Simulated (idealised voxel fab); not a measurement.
A process module follows: voxel ribs on slabs.
Xsec cut, 295 nm wide, square cell size 5 nm.
The cross-sections in this document take the form of a grid made of square cells. They are written out as bands, in order from top to bottom. Each band consists of one or more rows of cells. Top height, bottom height, nm. Materials left to right, width each, nm. Single material + "everywhere" = fills band edge to edge. "blank" = empty. Basically, 0 is our baseline, since under it the wafer straight out of the box is all one material. The bottom band has no lower end and keeps on going down, so it looks like "0 down". A width such as "30..40" changes by the same amount from each row of cells to the next, from the band's top row to its bottom row. Reading "remained the same" for a step: not a cell of the cross-section changed in it. Voids not open to the top, 8 cells minimum: see "Fully sealed cavities". Written width x height at distance; distance is from the left edge; nm. If you see something after the settings on a step's line, that's the simulator's own remark about that step. overlay nm: how far to the right of its planned place the mask lay on this masked step (negative: to the left).
**Intended process steps**
| 1 | RECEIVE | material Si |
| 2 | DIRECTIONAL_DEP | material SiO2 | thk nm 25 |
| 3 | DIRECTIONAL_DEP | material SiN | thk nm 20 |
| 4 | MASKED_ETCH | tone cover | mask id RIB | width nm 15 | etch materials SiN | depth nm 10 | overlay nm 0 |
| 5 | PATTERN | tone cover | mask id SLAB | material resist | width nm 55 | thk nm 15 | overlay nm 0 |
| 6 | DIRECTIONAL_ETCH | etch materials SiN | depth nm 10 |
| 7 | STRIP | etch materials resist |
| 8 | FILL_DEP | material SiO2 | thk nm 25 |
| 9 | CMP | height nm 60 |
| 10 | DIRECTIONAL_DEP | material TiN | thk nm 10 |
| 11 | DIRECTIONAL_DEP | material aC | thk nm 15 |
| 12 | PATTERN | tone cover | mask id HEATER | material resist | width nm 25 | thk nm 30 | overlay nm 0 |
| 13 | DIRECTIONAL_ETCH | etch materials aC | depth nm 15 |
| 14 | STRIP | etch materials resist |
| 15 | DIRECTIONAL_ETCH | etch materials TiN | depth nm 10 |
| 16 | STRIP | etch materials aC |
| 17 | CONFORMAL_DEP | material SiN | thk nm 10 |
**Received-state cross-section, reflecting completion of step 1**
* 0 down = Si everywhere
* Fully sealed cavities: none
**Starting structure and process plan are as shown above, but one mistake was made in running the module; the wafer cross-section at the end of the module follows**
* 80 to 70 = 125 blank, then 45 SiN, then 125 blank
* 70 to 60 = 135 SiN, then 25 TiN, then 135 SiN
* 60 to 55 = 140 SiO2, then 15 SiN, then 140 SiO2
* 55 to 45 = 120 SiO2, then 55 SiN, then 120 SiO2
* 45 to 25 = SiN everywhere
* 25 to 0 = SiO2 everywhere
* 0 down = Si everywhere
* Fully sealed cavities: none
Heads up, the wafer didn't run the way we planned it: step 3 of the plan was executed twice over
